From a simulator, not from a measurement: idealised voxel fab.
Process module in this document: voxel double patterning
It is cross-section cut that appears here, measuring 215 nm in width, its square cells being 5 nm in size.
Cross-section spec: square-cell grid; bands listed top down; each band is one or more rows.
The entry gives the band's vertical extent as a top height and a bottom height in nm, then its horizontal make-up as materials from left to right, each with a width in nm. "empty" stands for empty space; a single material marked "full width" fills the band edge to edge.
Convention: height 0 is the level below which the wafer, as received, is all one material. The lowest band does not terminate at the bottom but continues downward, represented as "0 -> down".
Quick explanation for "30..40": the width changes in equal steps down the rows of cells, from the first number in the band's top row to the second number in its bottom row.
It should be understood that the words "no change occurred", when stated for a given step, signify that the cross-section underwent no change in any of its cells during that step.
Listed in "Catalogued sealed voids": every empty space of 8 or more cells without an open way to the top. Form: width x height at distance, the distance being from the left edge, all in nm.
What comes after the settings on a step's line is commentary from the simulator itself on that step.
overlay nm: mask offset rightward from planned place, masked step; negative means leftward offset.

## Planned process steps
1,RECEIVE | material Si
2,CONFORMAL_DEP | material SiO2 | thk nm 5
3,DIRECTIONAL_DEP | material W | thk nm 20
4,DIRECTIONAL_DEP | material SiCN | thk nm 5
5,DIRECTIONAL_DEP | material aC | thk nm 10
6,PATTERN | tone open | mask id FIRST | material resist | width nm 15 | pitch nm 50 | thk nm 25 | overlay nm 0
7,DIRECTIONAL_ETCH | etch materials aC | depth nm 10
8,STRIP | etch materials resist
9,DIRECTIONAL_ETCH | etch materials SiCN | depth nm 5
10,STRIP | etch materials aC
11,MASKED_ETCH | tone open | mask id SECOND | width nm 15 | pitch nm 50 | etch materials SiCN | depth nm 5 | overlay nm 0
12,DIRECTIONAL_ETCH | etch materials W | depth nm 20
13,STRIP | etch materials SiCN

## First wafer of two (run as planned)

## Shown in cross-section is the wafer as received, that is, as it stands after step 1
- 0 -> down: Si full width
- Catalogued sealed voids: none

## Take a look at the wafer's cross-section after step 2
- 5 -> 0: SiO2 full width
- All layers under 0 are left as they were.

## Take a look at the wafer's cross-section after step 3
- 25 -> 5: W full width
- All layers under 5 are left as they were.

## Take a look at the wafer's cross-section after step 4
- 30 -> 25: SiCN full width
- All layers under 25 are left as they were.

## Take a look at the wafer's cross-section after step 5
- 40 -> 30: aC full width
- All layers under 30 are left as they were.

## Take a look at the wafer's cross-section after step 6
- 65 -> 40: 50 resist, then 15 empty, then 35 resist, then 15 empty, then 35 resist, then 15 empty, then 50 resist
- All layers under 40 are left as they were.

## Take a look at the wafer's cross-section after step 7
- 55 -> 40: 50 resist, then 15 empty, then 35 resist, then 15 empty, then 35 resist, then 15 empty, then 50 resist
- 40 -> 30: 50 aC, then 15 empty, then 35 aC, then 15 empty, then 35 aC, then 15 empty, then 50 aC
- All layers under 30 are left as they were.

## Take a look at the wafer's cross-section after step 8
- 40 -> 30: 50 aC, then 15 empty, then 35 aC, then 15 empty, then 35 aC, then 15 empty, then 50 aC
- All layers under 30 are left as they were.

## Take a look at the wafer's cross-section after step 9
- 40 -> 30: 50 aC, then 15 empty, then 35 aC, then 15 empty, then 35 aC, then 15 empty, then 50 aC
- 30 -> 25: 50 SiCN, then 15 empty, then 35 SiCN, then 15 empty, then 35 SiCN, then 15 empty, then 50 SiCN
- All layers under 25 are left as they were.

## Take a look at the wafer's cross-section after step 10
- 30 -> 25: 50 SiCN, then 15 empty, then 35 SiCN, then 15 empty, then 35 SiCN, then 15 empty, then 50 SiCN
- All layers under 25 are left as they were.

## Take a look at the wafer's cross-section after step 11
- 30 -> 25: 50 SiCN, then 15 empty, then 10 SiCN, then 15 empty, then 10 SiCN, then 15 empty, then 10 SiCN, then 15 empty, then 10 SiCN, then 15 empty, then 50 SiCN
- All layers under 25 are left as they were.

## Take a look at the wafer's cross-section after step 12
- 30 -> 25: 50 SiCN, then 15 empty, then 10 SiCN, then 15 empty, then 10 SiCN, then 15 empty, then 10 SiCN, then 15 empty, then 10 SiCN, then 15 empty, then 50 SiCN
- 25 -> 5: 50 W, then 15 empty, then 10 W, then 15 empty, then 10 W, then 15 empty, then 10 W, then 15 empty, then 10 W, then 15 empty, then 50 W
- All layers under 5 are left as they were.

## Take a look at the wafer's cross-section after step 13
- 25 -> 5: 50 W, then 15 empty, then 10 W, then 15 empty, then 10 W, then 15 empty, then 10 W, then 15 empty, then 10 W, then 15 empty, then 50 W
- All layers under 5 are left as they were.

## Wafer two. Same start, same plan, one slip in execution. Same as wafer one through step 2, inclusive

## What the second wafer looks like in cross-section when step 3 should have wrapped up
- 45 -> 5: W full width
- All layers under 5 are left as they were.

## What the second wafer looks like in cross-section when step 4 should have wrapped up
- 50 -> 45: SiCN full width
- All layers under 45 are left as they were.

## What the second wafer looks like in cross-section when step 5 should have wrapped up
- 60 -> 50: aC full width
- All layers under 50 are left as they were.

## What the second wafer looks like in cross-section when step 6 should have wrapped up
- 85 -> 60: 50 resist, then 15 empty, then 35 resist, then 15 empty, then 35 resist, then 15 empty, then 50 resist
- All layers under 60 are left as they were.

## What the second wafer looks like in cross-section when step 7 should have wrapped up
- 75 -> 60: 50 resist, then 15 empty, then 35 resist, then 15 empty, then 35 resist, then 15 empty, then 50 resist
- 60 -> 50: 50 aC, then 15 empty, then 35 aC, then 15 empty, then 35 aC, then 15 empty, then 50 aC
- All layers under 50 are left as they were.

## What the second wafer looks like in cross-section when step 8 should have wrapped up
- 60 -> 50: 50 aC, then 15 empty, then 35 aC, then 15 empty, then 35 aC, then 15 empty, then 50 aC
- All layers under 50 are left as they were.

## What the second wafer looks like in cross-section when step 9 should have wrapped up
- 60 -> 50: 50 aC, then 15 empty, then 35 aC, then 15 empty, then 35 aC, then 15 empty, then 50 aC
- 50 -> 45: 50 SiCN, then 15 empty, then 35 SiCN, then 15 empty, then 35 SiCN, then 15 empty, then 50 SiCN
- All layers under 45 are left as they were.

## What the second wafer looks like in cross-section when step 10 should have wrapped up
- 50 -> 45: 50 SiCN, then 15 empty, then 35 SiCN, then 15 empty, then 35 SiCN, then 15 empty, then 50 SiCN
- All layers under 45 are left as they were.

## What the second wafer looks like in cross-section when step 11 should have wrapped up
- 50 -> 45: 50 SiCN, then 15 empty, then 10 SiCN, then 15 empty, then 10 SiCN, then 15 empty, then 10 SiCN, then 15 empty, then 10 SiCN, then 15 empty, then 50 SiCN
- All layers under 45 are left as they were.

## What the second wafer looks like in cross-section when step 12 should have wrapped up
- 50 -> 45: 50 SiCN, then 15 empty, then 10 SiCN, then 15 empty, then 10 SiCN, then 15 empty, then 10 SiCN, then 15 empty, then 10 SiCN, then 15 empty, then 50 SiCN
- 45 -> 25: 50 W, then 15 empty, then 10 W, then 15 empty, then 10 W, then 15 empty, then 10 W, then 15 empty, then 10 W, then 15 empty, then 50 W
- All layers under 25 are left as they were.

## What the second wafer looks like in cross-section when step 13 should have wrapped up
- 45 -> 25: 50 W, then 15 empty, then 10 W, then 15 empty, then 10 W, then 15 empty, then 10 W, then 15 empty, then 10 W, then 15 empty, then 50 W
- All layers under 25 are left as they were.
Error vs. plan: step 3, plan: ran twice
Final cells, second wafer relative to first, materials higher or lower: W +172
